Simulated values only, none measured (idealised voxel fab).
Name of the process module below: voxel released beams
For reference, the cross-section in this document is cut, with width 270 nm and square cells of 5 nm.
Square cells in a grid make up a cross-section in this document, and the grid is given as bands, listed from the top down, each one or more rows of cells.
First you get the band's top height and its bottom height, in nm, and then the materials it's made of, left to right, with each width in nm. If you see a single material with "all across", that one covers the band edge to edge. "blank" is empty space.
Heads up on the height convention: 0 is the point under which the incoming wafer is all one material, and the lowest band has no bottom, it just keeps going down, like "0 nm and below".
Width spec "30->40" -> top row of cells at first value, bottom row at second value, equal per-row change in between.
What does "changes: none" mean for a step? It means no cell of the cross-section changed in that step.
This entry, "Encapsulated voids", enumerates those empty regions of no fewer than 8 cells that possess no open connection to the top. Each region is reported in the form width x height at distance, the distance being taken from the left edge, with all three quantities expressed in nm.
Formally, on a step line, whatever follows the settings is a remark that the simulator itself makes on the step.
overlay nm: step with mask; distance mask lay right of planned place; negative value = left of planned place.
**Planned process steps**
1) RECEIVE, material Si
2) CONFORMAL_DEP, material Al2O3, thk nm 5
3) DIRECTIONAL_DEP, material SiO2, thk nm 15
4) DIRECTIONAL_DEP, material aC, thk nm 10
5) PATTERN, tone open, mask id ANCHOR, material resist, width nm 35, thk nm 30, overlay nm 0
6) DIRECTIONAL_ETCH, etch materials aC, depth nm 10
7) STRIP, etch materials resist
8) DIRECTIONAL_ETCH, etch materials SiO2, depth nm 15
9) STRIP, etch materials aC
10) CONFORMAL_DEP, material SiN, thk nm 10
11) DIRECTIONAL_DEP, material aC, thk nm 10
12) PATTERN, tone cover, mask id BEAM, material resist, width nm 105, thk nm 25, overlay nm 0
13) DIRECTIONAL_ETCH, etch materials aC, depth nm 10
14) STRIP, etch materials resist
15) DIRECTIONAL_ETCH, etch materials SiN, depth nm 10
16) STRIP, etch materials aC
17) STRIP, etch materials SiO2
**first wafer, as planned**
**As received (post step 1): cross-section**
	0 nm and below  Si all across
	Encapsulated voids: none
**Upon completion of step 2, the wafer appears in cross-section as shown**
	5 nm to 0 nm  Al2O3 all across
	Below 0, no change.
**Upon completion of step 3, the wafer appears in cross-section as shown**
	20 nm to 5 nm  SiO2 all across
	Below 5, no change.
**Upon completion of step 4, the wafer appears in cross-section as shown**
	30 nm to 20 nm  aC all across
	Below 20, no change.
**Upon completion of step 5, the wafer appears in cross-section as shown**
	60 nm to 30 nm  85 resist | 35 blank | 150 resist
	Below 30, no change.
**Upon completion of step 6, the wafer appears in cross-section as shown**
	50 nm to 30 nm  85 resist | 35 blank | 150 resist
	30 nm to 20 nm  85 aC | 35 blank | 150 aC
	Below 20, no change.
**Upon completion of step 7, the wafer appears in cross-section as shown**
	30 nm to 20 nm  85 aC | 35 blank | 150 aC
	Below 20, no change.
**Upon completion of step 8, the wafer appears in cross-section as shown**
	30 nm to 20 nm  85 aC | 35 blank | 150 aC
	20 nm to 5 nm  85 SiO2 | 35 blank | 150 SiO2
	Below 5, no change.
**Upon completion of step 9, the wafer appears in cross-section as shown**
	20 nm to 5 nm  85 SiO2 | 35 blank | 150 SiO2
	Below 5, no change.
**Upon completion of step 10, the wafer appears in cross-section as shown**
	30 nm to 20 nm  95 SiN | 15 blank | 160 SiN
	20 nm to 15 nm  85 SiO2 | 10 SiN | 15 blank | 10 SiN | 150 SiO2
	15 nm to 5 nm  85 SiO2 | 35 SiN | 150 SiO2
	Below 5, no change.
**Upon completion of step 11, the wafer appears in cross-section as shown**
	40 nm to 30 nm  95 aC | 15 blank | 160 aC
	30 nm to 25 nm  95 SiN | 15 blank | 160 SiN
	25 nm to 20 nm  95 SiN | 15 aC | 160 SiN
	20 nm to 15 nm  85 SiO2 | 10 SiN | 15 aC | 10 SiN | 150 SiO2
	Below 15, no change.
**Upon completion of step 12, the wafer appears in cross-section as shown**
	65 nm to 40 nm  80 blank | 105 resist | 85 blank
	40 nm to 30 nm  95 aC | 15 resist | 160 aC
	30 nm to 25 nm  95 SiN | 15 resist | 160 SiN
	Below 25, no change.
**Upon completion of step 13, the wafer appears in cross-section as shown**
	55 nm to 40 nm  80 blank | 105 resist | 85 blank
	40 nm to 30 nm  80 blank | 15 aC | 15 resist | 75 aC | 85 blank
	Below 30, no change.
**Upon completion of step 14, the wafer appears in cross-section as shown**
	40 nm to 30 nm  80 blank | 15 aC | 15 blank | 75 aC | 85 blank
	30 nm to 25 nm  95 SiN | 15 blank | 160 SiN
	Below 25, no change.
**Upon completion of step 15, the wafer appears in cross-section as shown**
	40 nm to 30 nm  80 blank | 15 aC | 15 blank | 75 aC | 85 blank
	30 nm to 25 nm  80 blank | 15 SiN | 15 blank | 75 SiN | 85 blank
	25 nm to 20 nm  80 blank | 15 SiN | 15 aC | 75 SiN | 85 blank
	Below 20, no change.
**Upon completion of step 16, the wafer appears in cross-section as shown**
	30 nm to 20 nm  80 blank | 15 SiN | 15 blank | 75 SiN | 85 blank
	20 nm to 15 nm  85 SiO2 | 10 SiN | 15 blank | 10 SiN | 150 SiO2
	Below 15, no change.
**Upon completion of step 17, the wafer appears in cross-section as shown**
	30 nm to 20 nm  80 blank | 15 SiN | 15 blank | 75 SiN | 85 blank
	20 nm to 15 nm  85 blank | 10 SiN | 15 blank | 10 SiN | 150 blank
	15 nm to 5 nm  85 blank | 35 SiN | 150 blank
	Below 5, no change.
**The second wafer began exactly as the first did and followed the same plan, but one mistake was made while running it; through step 1 inclusive, the two wafers are identical**
Cross-section of the second wafer corresponding to the planned conclusion of step 2: changes: none
**Cross-section of the second wafer corresponding to the planned conclusion of step 3**
	15 nm to 0 nm  SiO2 all across
	Below 0, no change.
**Cross-section of the second wafer corresponding to the planned conclusion of step 4**
	25 nm to 15 nm  aC all across
	Below 15, no change.
**Cross-section of the second wafer corresponding to the planned conclusion of step 5**
	55 nm to 25 nm  85 resist | 35 blank | 150 resist
	Below 25, no change.
**Cross-section of the second wafer corresponding to the planned conclusion of step 6**
	45 nm to 25 nm  85 resist | 35 blank | 150 resist
	25 nm to 15 nm  85 aC | 35 blank | 150 aC
	Below 15, no change.
**Cross-section of the second wafer corresponding to the planned conclusion of step 7**
	25 nm to 15 nm  85 aC | 35 blank | 150 aC
	Below 15, no change.
**Cross-section of the second wafer corresponding to the planned conclusion of step 8**
	25 nm to 15 nm  85 aC | 35 blank | 150 aC
	15 nm to 0 nm  85 SiO2 | 35 blank | 150 SiO2
	Below 0, no change.
**Cross-section of the second wafer corresponding to the planned conclusion of step 9**
	15 nm to 0 nm  85 SiO2 | 35 blank | 150 SiO2
	Below 0, no change.
**Cross-section of the second wafer corresponding to the planned conclusion of step 10**
	25 nm to 15 nm  95 SiN | 15 blank | 160 SiN
	15 nm to 10 nm  85 SiO2 | 10 SiN | 15 blank | 10 SiN | 150 SiO2
	10 nm to 0 nm  85 SiO2 | 35 SiN | 150 SiO2
	Below 0, no change.
**Cross-section of the second wafer corresponding to the planned conclusion of step 11**
	35 nm to 25 nm  95 aC | 15 blank | 160 aC
	25 nm to 20 nm  95 SiN | 15 blank | 160 SiN
	20 nm to 15 nm  95 SiN | 15 aC | 160 SiN
	15 nm to 10 nm  85 SiO2 | 10 SiN | 15 aC | 10 SiN | 150 SiO2
	Below 10, no change.
**Cross-section of the second wafer corresponding to the planned conclusion of step 12**
	60 nm to 35 nm  80 blank | 105 resist | 85 blank
	35 nm to 25 nm  95 aC | 15 resist | 160 aC
	25 nm to 20 nm  95 SiN | 15 resist | 160 SiN
	Below 20, no change.
**Cross-section of the second wafer corresponding to the planned conclusion of step 13**
	50 nm to 35 nm  80 blank | 105 resist | 85 blank
	35 nm to 25 nm  80 blank | 15 aC | 15 resist | 75 aC | 85 blank
	Below 25, no change.
**Cross-section of the second wafer corresponding to the planned conclusion of step 14**
	35 nm to 25 nm  80 blank | 15 aC | 15 blank | 75 aC | 85 blank
	25 nm to 20 nm  95 SiN | 15 blank | 160 SiN
	Below 20, no change.
**Cross-section of the second wafer corresponding to the planned conclusion of step 15**
	35 nm to 25 nm  80 blank | 15 aC | 15 blank | 75 aC | 85 blank
	25 nm to 20 nm  80 blank | 15 SiN | 15 blank | 75 SiN | 85 blank
	20 nm to 15 nm  80 blank | 15 SiN | 15 aC | 75 SiN | 85 blank
	Below 15, no change.
**Cross-section of the second wafer corresponding to the planned conclusion of step 16**
	25 nm to 15 nm  80 blank | 15 SiN | 15 blank | 75 SiN | 85 blank
	15 nm to 10 nm  85 SiO2 | 10 SiN | 15 blank | 10 SiN | 150 SiO2
	Below 10, no change.
**Cross-section of the second wafer corresponding to the planned conclusion of step 17**
	25 nm to 15 nm  80 blank | 15 SiN | 15 blank | 75 SiN | 85 blank
	15 nm to 10 nm  85 blank | 10 SiN | 15 blank | 10 SiN | 150 blank
	10 nm to 0 nm  85 blank | 35 SiN | 150 blank
	Below 0, no change.
Diagnosis: step 2 was dropped from the plan's execution and never run
Materials where the second wafer ends with more or fewer cells than the first: -54 Al2O3
